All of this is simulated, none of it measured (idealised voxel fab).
Title: Process Module voxel capacitor over wiring
Square cell edge 5 nm, section width 295 nm, ID cut.
Bands, listed from the top down, are how a cross-section gets written in this document; the cross-section itself is a grid of square cells, and a band is one or more rows of them. Read a band's entry like this: the first values are the height of its top and the height of its bottom in nm, and what follows is the sequence of materials from left to right, each with its width in nm. Note that "blank" is empty space, and that a single material marked "everywhere" reaches across the band from edge to edge. Beneath 0, the wafer as received is one material, and that level is where height counting begins. The lowest band goes on downward without a bottom; it is written like "0 and below". A width given as "30->40" starts at the first number in the band's top row and ends at the second number in its bottom row, shifting by an equal amount at every step from row to row. Reading "remained unchanged" for a step: not a cell of the cross-section changed in it. In the "Sealed void inventory" entry, you get each enclosed empty space of 8 cells or more, one with no open way to the top, written width x height at distance, distance from the left edge, in nm. Read whatever lies past the settings on a step's line as the simulator's own remark about the step. Each step line may optionally specify "overlay nm", which for a step with a mask gives the rightward distance between the mask's planned place and where it lay, a negative value indicating the leftward direction.
Process steps foreseen in the plan:
1 RECEIVE [material Si]
2 CONFORMAL_DEP [material SiO2] [thk nm 10]
3 DIRECTIONAL_DEP [material TiN] [thk nm 5]
4 DIRECTIONAL_DEP [material Ru] [thk nm 20]
5 PATTERN [tone cover] [mask id METAL_1] [material resist] [width nm 20] [pitch nm 80] [thk nm 15] [overlay nm 0]
6 DIRECTIONAL_ETCH [etch materials Ru] [depth nm 20]
7 DIRECTIONAL_ETCH [etch materials TiN] [depth nm 5]
8 STRIP [etch materials resist]
9 CONFORMAL_DEP [material SiN] [thk nm 5]
10 FILL_DEP [material SiO2] [thk nm 10]
11 CMP [height nm 35]
12 CONFORMAL_DEP [material SiCN] [thk nm 5]
13 DIRECTIONAL_DEP [material SiO2] [thk nm 20]
14 MASKED_ETCH [tone open] [mask id PLUG_1] [width nm 15] [etch materials SiO2] [depth nm 20] [overlay nm 0]
15 MASKED_ETCH [tone open] [mask id PLUG_1] [width nm 15] [etch materials SiCN] [depth nm 5] [overlay nm 0]
16 CONFORMAL_DEP [material TiN] [thk nm 5]
17 FILL_DEP [material W] [thk nm 10]
18 CMP [height nm 60]
19 DIRECTIONAL_DEP [material TiN] [thk nm 5]
20 DIRECTIONAL_DEP [material Al2O3] [thk nm 5]
21 DIRECTIONAL_DEP [material TiN] [thk nm 5]
22 MASKED_ETCH [tone cover] [mask id UPPER_PLATE] [width nm 65] [etch materials TiN] [depth nm 5] [overlay nm 0]
23 MASKED_ETCH [tone cover] [mask id UPPER_PLATE] [width nm 65] [etch materials Al2O3] [depth nm 5] [overlay nm 0]
24 PATTERN [tone cover] [mask id LOWER_PLATE] [material resist] [width nm 75] [thk nm 20] [overlay nm 0]
25 DIRECTIONAL_ETCH [etch materials TiN] [depth nm 5]
26 STRIP [etch materials resist]
27 FILL_DEP [material SiO2] [thk nm 20]
28 CMP [height nm 90]
29 PATTERN [tone open] [mask id PLUG_2] [material resist] [width nm 15] [thk nm 20] [overlay nm 0]
30 DIRECTIONAL_ETCH [etch materials SiO2] [depth nm 15]
31 STRIP [etch materials resist]
32 CONFORMAL_DEP [material TiN] [thk nm 5]
33 FILL_DEP [material Ru] [thk nm 10]
34 CMP [height nm 90]
35 CONFORMAL_DEP [material SiCN] [thk nm 5]
First wafer of two (run as planned):
Cross-section: wafer on arrival = after step 1:
    0 and below = Si everywhere
    Sealed void inventory: none
State of the wafer after step 2, shown in cross-section:
    10 down to 0 = SiO2 everywhere
    Everything below 0 is unchanged.
State of the wafer after step 3, shown in cross-section:
    15 down to 10 = TiN everywhere
    Everything below 10 is unchanged.
State of the wafer after step 4, shown in cross-section:
    35 down to 15 = Ru everywhere
    Everything below 15 is unchanged.
State of the wafer after step 5, shown in cross-section:
    50 down to 35 = blank 95 | resist 20 | blank 60 | resist 20 | blank 100
    Everything below 35 is unchanged.
State of the wafer after step 6, shown in cross-section:
    50 down to 35 = blank 95 | resist 20 | blank 60 | resist 20 | blank 100
    35 down to 15 = blank 95 | Ru 20 | blank 60 | Ru 20 | blank 100
    Everything below 15 is unchanged.
State of the wafer after step 7, shown in cross-section:
    50 down to 35 = blank 95 | resist 20 | blank 60 | resist 20 | blank 100
    35 down to 15 = blank 95 | Ru 20 | blank 60 | Ru 20 | blank 100
    15 down to 10 = blank 95 | TiN 20 | blank 60 | TiN 20 | blank 100
    Everything below 10 is unchanged.
State of the wafer after step 8, shown in cross-section:
    35 down to 15 = blank 95 | Ru 20 | blank 60 | Ru 20 | blank 100
    Everything below 15 is unchanged.
State of the wafer after step 9, shown in cross-section:
    40 down to 35 = blank 90 | SiN 30 | blank 50 | SiN 30 | blank 95
    35 down to 15 = blank 90 | SiN 5 | Ru 20 | SiN 5 | blank 50 | SiN 5 | Ru 20 | SiN 5 | blank 95
    15 down to 10 = SiN 95 | TiN 20 | SiN 60 | TiN 20 | SiN 100
    Everything below 10 is unchanged.
State of the wafer after step 10, shown in cross-section:
    50 down to 40 = SiO2 everywhere
    40 down to 35 = SiO2 90 | SiN 30 | SiO2 50 | SiN 30 | SiO2 95
    35 down to 15 = SiO2 90 | SiN 5 | Ru 20 | SiN 5 | SiO2 50 | SiN 5 | Ru 20 | SiN 5 | SiO2 95
    Everything below 15 is unchanged.
State of the wafer after step 11, shown in cross-section:
    35 down to 15 = SiO2 90 | SiN 5 | Ru 20 | SiN 5 | SiO2 50 | SiN 5 | Ru 20 | SiN 5 | SiO2 95
    Everything below 15 is unchanged.
State of the wafer after step 12, shown in cross-section:
    40 down to 35 = SiCN everywhere
    Everything below 35 is unchanged.
State of the wafer after step 13, shown in cross-section:
    60 down to 40 = SiO2 everywhere
    Everything below 40 is unchanged.
State of the wafer after step 14, shown in cross-section:
    60 down to 40 = SiO2 100 | blank 15 | SiO2 180
    Everything below 40 is unchanged.
State of the wafer after step 15, shown in cross-section:
    60 down to 40 = SiO2 100 | blank 15 | SiO2 180
    40 down to 35 = SiCN 100 | blank 15 | SiCN 180
    Everything below 35 is unchanged.
State of the wafer after step 16, shown in cross-section:
    65 down to 60 = TiN 105 | blank 5 | TiN 185
    60 down to 40 = SiO2 100 | TiN 5 | blank 5 | TiN 5 | SiO2 180
    40 down to 35 = SiCN 100 | TiN 15 | SiCN 180
    Everything below 35 is unchanged.
State of the wafer after step 17, shown in cross-section:
    75 down to 65 = W everywhere
    65 down to 60 = TiN 105 | W 5 | TiN 185
    60 down to 40 = SiO2 100 | TiN 5 | W 5 | TiN 5 | SiO2 180
    Everything below 40 is unchanged.
State of the wafer after step 18, shown in cross-section:
    60 down to 40 = SiO2 100 | TiN 5 | W 5 | TiN 5 | SiO2 180
    Everything below 40 is unchanged.
State of the wafer after step 19, shown in cross-section:
    65 down to 60 = TiN everywhere
    Everything below 60 is unchanged.
State of the wafer after step 20, shown in cross-section:
    70 down to 65 = Al2O3 everywhere
    Everything below 65 is unchanged.
State of the wafer after step 21, shown in cross-section:
    75 down to 70 = TiN everywhere
    Everything below 70 is unchanged.
State of the wafer after step 22, shown in cross-section:
    75 down to 70 = blank 100 | TiN 65 | blank 130
    Everything below 70 is unchanged.
State of the wafer after step 23, shown in cross-section:
    75 down to 70 = blank 100 | TiN 65 | blank 130
    70 down to 65 = blank 100 | Al2O3 65 | blank 130
    Everything below 65 is unchanged.
State of the wafer after step 24, shown in cross-section:
    95 down to 75 = blank 95 | resist 75 | blank 125
    75 down to 70 = blank 95 | resist 5 | TiN 65 | resist 5 | blank 125
    70 down to 65 = blank 95 | resist 5 | Al2O3 65 | resist 5 | blank 125
    Everything below 65 is unchanged.
State of the wafer after step 25, shown in cross-section:
    95 down to 75 = blank 95 | resist 75 | blank 125
    75 down to 70 = blank 95 | resist 5 | TiN 65 | resist 5 | blank 125
    70 down to 65 = blank 95 | resist 5 | Al2O3 65 | resist 5 | blank 125
    65 down to 60 = blank 95 | TiN 75 | blank 125
    Everything below 60 is unchanged.
State of the wafer after step 26, shown in cross-section:
    75 down to 70 = blank 100 | TiN 65 | blank 130
    70 down to 65 = blank 100 | Al2O3 65 | blank 130
    Everything below 65 is unchanged.
State of the wafer after step 27, shown in cross-section:
    95 down to 75 = SiO2 everywhere
    75 down to 70 = SiO2 100 | TiN 65 | SiO2 130
    70 down to 65 = SiO2 100 | Al2O3 65 | SiO2 130
    65 down to 60 = SiO2 95 | TiN 75 | SiO2 125
    Everything below 60 is unchanged.
State of the wafer after step 28, shown in cross-section:
    90 down to 75 = SiO2 everywhere
    Everything below 75 is unchanged.
State of the wafer after step 29, shown in cross-section:
    110 down to 90 = resist 110 | blank 15 | resist 170
    Everything below 90 is unchanged.
State of the wafer after step 30, shown in cross-section:
    110 down to 90 = resist 110 | blank 15 | resist 170
    90 down to 75 = SiO2 110 | blank 15 | SiO2 170
    Everything below 75 is unchanged.
State of the wafer after step 31, shown in cross-section:
    90 down to 75 = SiO2 110 | blank 15 | SiO2 170
    Everything below 75 is unchanged.
State of the wafer after step 32, shown in cross-section:
    95 down to 90 = TiN 115 | blank 5 | TiN 175
    90 down to 80 = SiO2 110 | TiN 5 | blank 5 | TiN 5 | SiO2 170
    80 down to 70 = SiO2 110->100 | TiN 15->65 | SiO2 170->130
    Everything below 70 is unchanged.
State of the wafer after step 33, shown in cross-section:
    105 down to 95 = Ru everywhere
    95 down to 90 = TiN 115 | Ru 5 | TiN 175
    90 down to 80 = SiO2 110 | TiN 5 | Ru 5 | TiN 5 | SiO2 170
    Everything below 80 is unchanged.
State of the wafer after step 34, shown in cross-section:
    90 down to 80 = SiO2 110 | TiN 5 | Ru 5 | TiN 5 | SiO2 170
    Everything below 80 is unchanged.
State of the wafer after step 35, shown in cross-section:
    95 down to 90 = SiCN everywhere
    Everything below 90 is unchanged.
It is to be noted that the second wafer proceeded from the same initial state and according to the same plan as the first, although one mistake was committed in its execution; through step 1, inclusive, the two wafers share an identical history:
Planned end of step 2: second wafer, cross-section:
    15 down to 0 = SiO2 everywhere
    Everything below 0 is unchanged.
Planned end of step 3: second wafer, cross-section:
    20 down to 15 = TiN everywhere
    Everything below 15 is unchanged.
Planned end of step 4: second wafer, cross-section:
    40 down to 20 = Ru everywhere
    Everything below 20 is unchanged.
Planned end of step 5: second wafer, cross-section:
    55 down to 40 = blank 95 | resist 20 | blank 60 | resist 20 | blank 100
    Everything below 40 is unchanged.
Planned end of step 6: second wafer, cross-section:
    55 down to 40 = blank 95 | resist 20 | blank 60 | resist 20 | blank 100
    40 down to 20 = blank 95 | Ru 20 | blank 60 | Ru 20 | blank 100
    Everything below 20 is unchanged.
Planned end of step 7: second wafer, cross-section:
    55 down to 40 = blank 95 | resist 20 | blank 60 | resist 20 | blank 100
    40 down to 20 = blank 95 | Ru 20 | blank 60 | Ru 20 | blank 100
    20 down to 15 = blank 95 | TiN 20 | blank 60 | TiN 20 | blank 100
    Everything below 15 is unchanged.
Planned end of step 8: second wafer, cross-section:
    40 down to 20 = blank 95 | Ru 20 | blank 60 | Ru 20 | blank 100
    Everything below 20 is unchanged.
Planned end of step 9: second wafer, cross-section:
    45 down to 40 = blank 90 | SiN 30 | blank 50 | SiN 30 | blank 95
    40 down to 20 = blank 90 | SiN 5 | Ru 20 | SiN 5 | blank 50 | SiN 5 | Ru 20 | SiN 5 | blank 95
    20 down to 15 = SiN 95 | TiN 20 | SiN 60 | TiN 20 | SiN 100
    Everything below 15 is unchanged.
Planned end of step 10: second wafer, cross-section:
    55 down to 45 = SiO2 everywhere
    45 down to 40 = SiO2 90 | SiN 30 | SiO2 50 | SiN 30 | SiO2 95
    40 down to 20 = SiO2 90 | SiN 5 | Ru 20 | SiN 5 | SiO2 50 | SiN 5 | Ru 20 | SiN 5 | SiO2 95
    Everything below 20 is unchanged.
Planned end of step 11: second wafer, cross-section:
    35 down to 20 = SiO2 90 | SiN 5 | Ru 20 | SiN 5 | SiO2 50 | SiN 5 | Ru 20 | SiN 5 | SiO2 95
    Everything below 20 is unchanged.
Planned end of step 12: second wafer, cross-section:
    40 down to 35 = SiCN everywhere
    Everything below 35 is unchanged.
Planned end of step 13: second wafer, cross-section:
    60 down to 40 = SiO2 everywhere
    Everything below 40 is unchanged.
Planned end of step 14: second wafer, cross-section:
    60 down to 40 = SiO2 100 | blank 15 | SiO2 180
    Everything below 40 is unchanged.
Planned end of step 15: second wafer, cross-section:
    60 down to 40 = SiO2 100 | blank 15 | SiO2 180
    40 down to 35 = SiCN 100 | blank 15 | SiCN 180
    Everything below 35 is unchanged.
Planned end of step 16: second wafer, cross-section:
    65 down to 60 = TiN 105 | blank 5 | TiN 185
    60 down to 40 = SiO2 100 | TiN 5 | blank 5 | TiN 5 | SiO2 180
    40 down to 35 = SiCN 100 | TiN 15 | SiCN 180
    Everything below 35 is unchanged.
Planned end of step 17: second wafer, cross-section:
    75 down to 65 = W everywhere
    65 down to 60 = TiN 105 | W 5 | TiN 185
    60 down to 40 = SiO2 100 | TiN 5 | W 5 | TiN 5 | SiO2 180
    Everything below 40 is unchanged.
Planned end of step 18: second wafer, cross-section:
    60 down to 40 = SiO2 100 | TiN 5 | W 5 | TiN 5 | SiO2 180
    Everything below 40 is unchanged.
Planned end of step 19: second wafer, cross-section:
    65 down to 60 = TiN everywhere
    Everything below 60 is unchanged.
Planned end of step 20: second wafer, cross-section:
    70 down to 65 = Al2O3 everywhere
    Everything below 65 is unchanged.
Planned end of step 21: second wafer, cross-section:
    75 down to 70 = TiN everywhere
    Everything below 70 is unchanged.
Planned end of step 22: second wafer, cross-section:
    75 down to 70 = blank 100 | TiN 65 | blank 130
    Everything below 70 is unchanged.
Planned end of step 23: second wafer, cross-section:
    75 down to 70 = blank 100 | TiN 65 | blank 130
    70 down to 65 = blank 100 | Al2O3 65 | blank 130
    Everything below 65 is unchanged.
Planned end of step 24: second wafer, cross-section:
    95 down to 75 = blank 95 | resist 75 | blank 125
    75 down to 70 = blank 95 | resist 5 | TiN 65 | resist 5 | blank 125
    70 down to 65 = blank 95 | resist 5 | Al2O3 65 | resist 5 | blank 125
    Everything below 65 is unchanged.
Planned end of step 25: second wafer, cross-section:
    95 down to 75 = blank 95 | resist 75 | blank 125
    75 down to 70 = blank 95 | resist 5 | TiN 65 | resist 5 | blank 125
    70 down to 65 = blank 95 | resist 5 | Al2O3 65 | resist 5 | blank 125
    65 down to 60 = blank 95 | TiN 75 | blank 125
    Everything below 60 is unchanged.
Planned end of step 26: second wafer, cross-section:
    75 down to 70 = blank 100 | TiN 65 | blank 130
    70 down to 65 = blank 100 | Al2O3 65 | blank 130
    Everything below 65 is unchanged.
Planned end of step 27: second wafer, cross-section:
    95 down to 75 = SiO2 everywhere
    75 down to 70 = SiO2 100 | TiN 65 | SiO2 130
    70 down to 65 = SiO2 100 | Al2O3 65 | SiO2 130
    65 down to 60 = SiO2 95 | TiN 75 | SiO2 125
    Everything below 60 is unchanged.
Planned end of step 28: second wafer, cross-section:
    90 down to 75 = SiO2 everywhere
    Everything below 75 is unchanged.
Planned end of step 29: second wafer, cross-section:
    110 down to 90 = resist 110 | blank 15 | resist 170
    Everything below 90 is unchanged.
Planned end of step 30: second wafer, cross-section:
    110 down to 90 = resist 110 | blank 15 | resist 170
    90 down to 75 = SiO2 110 | blank 15 | SiO2 170
    Everything below 75 is unchanged.
Planned end of step 31: second wafer, cross-section:
    90 down to 75 = SiO2 110 | blank 15 | SiO2 170
    Everything below 75 is unchanged.
Planned end of step 32: second wafer, cross-section:
    95 down to 90 = TiN 115 | blank 5 | TiN 175
    90 down to 80 = SiO2 110 | TiN 5 | blank 5 | TiN 5 | SiO2 170
    80 down to 70 = SiO2 110->100 | TiN 15->65 | SiO2 170->130
    Everything below 70 is unchanged.
Planned end of step 33: second wafer, cross-section:
    105 down to 95 = Ru everywhere
    95 down to 90 = TiN 115 | Ru 5 | TiN 175
    90 down to 80 = SiO2 110 | TiN 5 | Ru 5 | TiN 5 | SiO2 170
    Everything below 80 is unchanged.
Planned end of step 34: second wafer, cross-section:
    90 down to 80 = SiO2 110 | TiN 5 | Ru 5 | TiN 5 | SiO2 170
    Everything below 80 is unchanged.
Planned end of step 35: second wafer, cross-section:
    95 down to 90 = SiCN everywhere
    Everything below 90 is unchanged.
What was done differently from what was planned? step 2: run off-plan, actual operation and settings CONFORMAL_DEP [material SiO2] [thk nm 15]
Cell-count delta at end, second wafer over first, by material: 8 fewer of Ru | 4 fewer of SiN | 12 more of SiO2
